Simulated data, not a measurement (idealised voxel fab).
The process module presented herein is designated voxel capacitor over wiring.
Pictured: cross-section cut, 140 nm wide, on a grid of 5 nm square cells.
Cross-section layout: square cells on a grid; listed as bands, top to bottom; a band spans one or more cell rows. Look at the band entry: it leads with the top's height and the bottom's height in nm. Then it lists the materials left to right, with a width in nm for each. The word "full width" on a single material says that material fills the band edge to edge. The word "blank" is empty space. All heights in this document are referenced to 0, defined as the level beneath which the wafer, as received, consists entirely of one material. The lowest band is not bounded below; it extends indefinitely downward and is written in the form "0 nm and below". A width such as "30->40" changes by the same amount from each row of cells to the next, from the band's top row to its bottom row. Step note "no change" = no cross-section cell changed. Under "Cavities, sealed" you'll find the enclosed gaps, the ones with no way out to the top, that are 8 cells or bigger; each reads width x height at distance, with distance counted from the left edge, everything in nm. The remark found on a step's line after its settings is issued by the simulator itself and pertains to that step. overlay nm: on a step with a mask, how far right of its planned place the mask lay; negative means left.
List of planned process steps
1. RECEIVE: material Si
2. CONFORMAL_DEP: material SiO2, thk nm 10
3. DIRECTIONAL_DEP: material TiN, thk nm 5
4. DIRECTIONAL_DEP: material Ru, thk nm 25
5. MASKED_ETCH: tone cover, mask id METAL_1, width nm 25, pitch nm 80, etch materials Ru, depth nm 25, overlay nm 0
6. MASKED_ETCH: tone cover, mask id METAL_1, width nm 25, pitch nm 80, etch materials TiN, depth nm 5, overlay nm 0
7. CONFORMAL_DEP: material SiN, thk nm 5
8. FILL_DEP: material SiO2, thk nm 5
9. CMP: height nm 40
10. CONFORMAL_DEP: material SiCN, thk nm 5
11. DIRECTIONAL_DEP: material lowk, thk nm 15
12. DIRECTIONAL_DEP: material aC, thk nm 10
13. PATTERN: tone open, mask id PLUG_1, material resist, width nm 15, thk nm 25, overlay nm 0
14. DIRECTIONAL_ETCH: etch materials aC, depth nm 10
15. STRIP: etch materials resist
16. DIRECTIONAL_ETCH: etch materials lowk, depth nm 15
17. DIRECTIONAL_ETCH: etch materials SiCN, depth nm 5
18. STRIP: etch materials aC
19. CONFORMAL_DEP: material TiN, thk nm 5
20. FILL_DEP: material Ru, thk nm 5
21. CMP: height nm 60
22. DIRECTIONAL_DEP: material TiN, thk nm 5
23. DIRECTIONAL_DEP: material Al2O3, thk nm 5
24. DIRECTIONAL_DEP: material TiN, thk nm 10
25. MASKED_ETCH: tone cover, mask id UPPER_PLATE, width nm 60, etch materials TiN, depth nm 10, overlay nm 0
26. MASKED_ETCH: tone cover, mask id UPPER_PLATE, width nm 60, etch materials Al2O3, depth nm 5, overlay nm 0
27. DIRECTIONAL_DEP: material aC, thk nm 10
28. PATTERN: tone cover, mask id LOWER_PLATE, material resist, width nm 70, thk nm 30, overlay nm 0
29. DIRECTIONAL_ETCH: etch materials aC, depth nm 10
30. STRIP: etch materials resist
31. DIRECTIONAL_ETCH: etch materials TiN, depth nm 5
32. STRIP: etch materials aC
33. FILL_DEP: material SiO2, thk nm 20
34. CMP: height nm 95
35. PATTERN: tone open, mask id PLUG_2, material resist, width nm 15, thk nm 15, overlay nm 0
36. DIRECTIONAL_ETCH: etch materials SiO2, depth nm 15
37. STRIP: etch materials resist
38. CONFORMAL_DEP: material TiN, thk nm 5
39. FILL_DEP: material Ru, thk nm 5
40. CMP: height nm 95
41. CONFORMAL_DEP: material SiN, thk nm 5
As-received state of the wafer in cross-section, equivalent to post-step 1
- 0 nm and below | Si full width
- Cavities, sealed: none
End state of the module in cross-section, given the above starting point and plan and one mistake in execution
- 100 nm to 95 nm | SiN full width
- 95 nm to 85 nm | 35 SiO2 / 5 TiN / 5 Ru / 5 TiN / 90 SiO2
- 85 nm to 80 nm | 35 SiO2 / 15 TiN / 90 SiO2
- 80 nm to 70 nm | 25 SiO2 / 60 TiN / 55 SiO2
- 70 nm to 65 nm | 25 SiO2 / 60 Al2O3 / 55 SiO2
- 65 nm to 60 nm | 20 SiO2 / 70 TiN / 50 SiO2
- 60 nm to 45 nm | 15 lowk / 5 TiN / 5 Ru / 5 TiN / 110 lowk
- 45 nm to 40 nm | 15 SiCN / 15 TiN / 110 SiCN
- 40 nm to 15 nm | 10 SiO2 / 5 SiN / 25 Ru / 5 SiN / 45 SiO2 / 5 SiN / 25 Ru / 5 SiN / 15 SiO2
- 15 nm to 10 nm | 15 SiN / 25 TiN / 55 SiN / 25 TiN / 20 SiN
- 10 nm to 0 nm | SiO2 full width
- 0 nm and below | Si full width
- Cavities, sealed: none
Error vs. plan: so step 13 ended up running with a different setting than we planned, it ran as PATTERN: tone open, mask id PLUG_1, material resist, width nm 15, thk nm 25, overlay nm -10
